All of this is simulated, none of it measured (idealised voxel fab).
voxel trench capacitor: a process module
Cross-sectional view cut (width: 275 nm; square cell size: 5 nm).
Cross-section = grid of square cells, listed top down in bands; band = one or more rows.
This entry defines a band. It first specifies the height of the band's top and the height of its bottom in nm, and then specifies the band's materials from left to right, stating each material with its width in nm. The word "everywhere" identifies a single material that fills the band from edge to edge, while the word "air" identifies empty space.
Height is counted from the level 0, under which the received wafer is composed throughout of one material. The lowest of the bands is not closed at the bottom but continues downward, in the notation "0 down".
Read "30..40" as a graded width: first number on top, second number at the bottom, same change between each pair of neighbouring rows.
Where the words "stayed the same" appear for a step, the cross-section shows no cell changed by that step; every cell remained as before.
Listed in "Entrapped voids": every empty space of 8 or more cells without an open way to the top. Form: width x height at distance, the distance being from the left edge, all in nm.
Past the settings on a step's line: simulator remark, on that step.
overlay nm: how far to the right of its planned place the mask lay on this masked step (negative: to the left).
[So here's the lineup of process steps we planned]
step 1: RECEIVE: material Si
step 2: CONFORMAL_DEP: material SiN, thk nm 5
step 3: PATTERN: tone open, mask id TRENCH, material resist, width nm 30, pitch nm 50, thk nm 15, overlay nm 0
step 4: DIRECTIONAL_ETCH: etch materials SiN, depth nm 5
step 5: DIRECTIONAL_ETCH: etch materials Si, depth nm 25
step 6: STRIP: etch materials resist
step 7: CONFORMAL_DEP: material HfO2, thk nm 5
step 8: CONFORMAL_DEP: material TiN, thk nm 5
step 9: FILL_DEP: material W, thk nm 10
step 10: CMP: height nm 5
[Cross-section of the wafer as it came to us, i.e., already through step 1]
- 0 down | Si everywhere
- Entrapped voids: none
[Below is the wafer in cross-section after the module was completed. It began from the starting point shown above and followed the plan shown above, except that one mistake was made while running it]
- 5 to 0 | W=85, TiN=5, HfO2=5, SiN=30, HfO2=5, TiN=10, HfO2=5, SiN=30, HfO2=5, TiN=5, W=90
- 0 to -15 | W=85, TiN=5, HfO2=5, Si=30, HfO2=5, TiN=10, HfO2=5, Si=30, HfO2=5, TiN=5, W=90
- -15 to -20 | TiN=90, HfO2=5, Si=30, HfO2=5, TiN=10, HfO2=5, Si=30, HfO2=5, TiN=95
- -20 to -25 | HfO2=95, Si=30, HfO2=20, Si=30, HfO2=100
- -25 down | Si everywhere
- Entrapped voids: none
What was the processing mistake? step 3 off recipe, ran as PATTERN: tone cover, mask id TRENCH, material resist, width nm 30, pitch nm 50, thk nm 15, overlay nm 0
